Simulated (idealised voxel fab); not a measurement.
This is a process module. Its name is voxel fin reveal.
We display cut, a cross-section 275 nm in width whose square cells are each 5 nm.
Cross-section, as written here: a square-cell grid given band by band from the top down, where a band holds one or more rows of cells.
Look at the band entry: it leads with the top's height and the bottom's height in nm. Then it lists the materials left to right, with a width in nm for each. The word "edge to edge" on a single material says that material fills the band edge to edge. The word "empty" is empty space.
Zero point of the height axis is 0; under it, received wafer = one material. Lowest band: continues down indefinitely, "0..down".
Width: "30..40" (first number = top row, second number = bottom row, same change from row to row of cells).
The designation "left unchanged", where it is given for a processing step, indicates that no cell of the cross-section was altered in the course of that step.
Closed-off voids of 8+ cells (no open route to the top) go in "Voids lacking openings", written width x height at distance from the left edge, in nm.
Heads up: the bit after the settings on a step's line is the simulator's remark on that step.
Among the settings permitted on a step's line is "overlay nm"; applied to a step with a mask, it specifies the extent to which the mask lay to the right of its planned position, whereas a negative figure signifies a position to the left.
-- plan
| 1 | RECEIVE: material Si |
| 2 | CONFORMAL_DEP: material SiN, thk nm 10 |
| 3 | MASKED_ETCH: tone cover, mask id FINS, width nm 15, pitch nm 40, etch materials SiN, depth nm 10, overlay nm 0 |
| 4 | MASKED_ETCH: tone cover, mask id FINS, width nm 15, pitch nm 40, etch materials Si, depth nm 30, overlay nm 0 |
| 5 | FILL_DEP: material SiO2, thk nm 15 |
| 6 | CMP: height nm 10 |
| 7 | SELECTIVE_ETCH: etch materials SiO2, depth nm 20 |
| 8 | STRIP: etch materials SiN |
-- First of two wafers, with the run carried out as planned
-- Incoming wafer in cross-section (state: after step 1)
    0..down: Si edge to edge
    Voids lacking openings: none
-- The wafer, seen in cross-section, after step 2
    10..0: SiN edge to edge
    below 0: unchanged
-- The wafer, seen in cross-section, after step 3
    10..0: 70 nm empty, then 15 nm SiN, then 25 nm empty, then 15 nm SiN, then 25 nm empty, then 15 nm SiN, then 25 nm empty, then 15 nm SiN, then 70 nm empty
    below 0: unchanged
-- The wafer, seen in cross-section, after step 4
    10..0: 70 nm empty, then 15 nm SiN, then 25 nm empty, then 15 nm SiN, then 25 nm empty, then 15 nm SiN, then 25 nm empty, then 15 nm SiN, then 70 nm empty
    0..-30: 70 nm empty, then 15 nm Si, then 25 nm empty, then 15 nm Si, then 25 nm empty, then 15 nm Si, then 25 nm empty, then 15 nm Si, then 70 nm empty
    below -30: unchanged
-- The wafer, seen in cross-section, after step 5
    25..10: SiO2 edge to edge
    10..0: 70 nm SiO2, then 15 nm SiN, then 25 nm SiO2, then 15 nm SiN, then 25 nm SiO2, then 15 nm SiN, then 25 nm SiO2, then 15 nm SiN, then 70 nm SiO2
    0..-30: 70 nm SiO2, then 15 nm Si, then 25 nm SiO2, then 15 nm Si, then 25 nm SiO2, then 15 nm Si, then 25 nm SiO2, then 15 nm Si, then 70 nm SiO2
    below -30: unchanged
-- The wafer, seen in cross-section, after step 6
    10..0: 70 nm SiO2, then 15 nm SiN, then 25 nm SiO2, then 15 nm SiN, then 25 nm SiO2, then 15 nm SiN, then 25 nm SiO2, then 15 nm SiN, then 70 nm SiO2
    below 0: unchanged
-- The wafer, seen in cross-section, after step 7
    10..0: 70 nm empty, then 15 nm SiN, then 25 nm empty, then 15 nm SiN, then 25 nm empty, then 15 nm SiN, then 25 nm empty, then 15 nm SiN, then 70 nm empty
    0..-10: 70 nm empty, then 15 nm Si, then 25 nm empty, then 15 nm Si, then 25 nm empty, then 15 nm Si, then 25 nm empty, then 15 nm Si, then 70 nm empty
    below -10: unchanged
-- The wafer, seen in cross-section, after step 8
    0..-10: 70 nm empty, then 15 nm Si, then 25 nm empty, then 15 nm Si, then 25 nm empty, then 15 nm Si, then 25 nm empty, then 15 nm Si, then 70 nm empty
    below -10: unchanged
-- Now the other wafer: same start, same recipe, but we messed up one thing when running it. Up to and including step 3 it's the same as the first one
-- The second wafer cut through, at the time step 4 was supposed to be finished
    10..0: 70 nm empty, then 15 nm SiN, then 25 nm empty, then 15 nm SiN, then 25 nm empty, then 15 nm SiN, then 25 nm empty, then 15 nm SiN, then 70 nm empty
    0..-20: 70 nm empty, then 15 nm Si, then 25 nm empty, then 15 nm Si, then 25 nm empty, then 15 nm Si, then 25 nm empty, then 15 nm Si, then 70 nm empty
    below -20: unchanged
-- The second wafer cut through, at the time step 5 was supposed to be finished
    25..10: SiO2 edge to edge
    10..0: 70 nm SiO2, then 15 nm SiN, then 25 nm SiO2, then 15 nm SiN, then 25 nm SiO2, then 15 nm SiN, then 25 nm SiO2, then 15 nm SiN, then 70 nm SiO2
    0..-20: 70 nm SiO2, then 15 nm Si, then 25 nm SiO2, then 15 nm Si, then 25 nm SiO2, then 15 nm Si, then 25 nm SiO2, then 15 nm Si, then 70 nm SiO2
    below -20: unchanged
-- The second wafer cut through, at the time step 6 was supposed to be finished
    10..0: 70 nm SiO2, then 15 nm SiN, then 25 nm SiO2, then 15 nm SiN, then 25 nm SiO2, then 15 nm SiN, then 25 nm SiO2, then 15 nm SiN, then 70 nm SiO2
    below 0: unchanged
-- The second wafer cut through, at the time step 7 was supposed to be finished
    10..0: 70 nm empty, then 15 nm SiN, then 25 nm empty, then 15 nm SiN, then 25 nm empty, then 15 nm SiN, then 25 nm empty, then 15 nm SiN, then 70 nm empty
    0..-10: 70 nm empty, then 15 nm Si, then 25 nm empty, then 15 nm Si, then 25 nm empty, then 15 nm Si, then 25 nm empty, then 15 nm Si, then 70 nm empty
    below -10: unchanged
-- The second wafer cut through, at the time step 8 was supposed to be finished
    0..-10: 70 nm empty, then 15 nm Si, then 25 nm empty, then 15 nm Si, then 25 nm empty, then 15 nm Si, then 25 nm empty, then 15 nm Si, then 70 nm empty
    below -10: unchanged
Nonconformance to the process plan: step 4 was not run as planned; what actually ran was MASKED_ETCH: tone cover, mask id FINS, width nm 15, pitch nm 40, etch materials Si, depth nm 20, overlay nm 0
End of process, cell counts, second wafer against first, materials with more or fewer: Si: 86 more, SiO2: 86 fewer
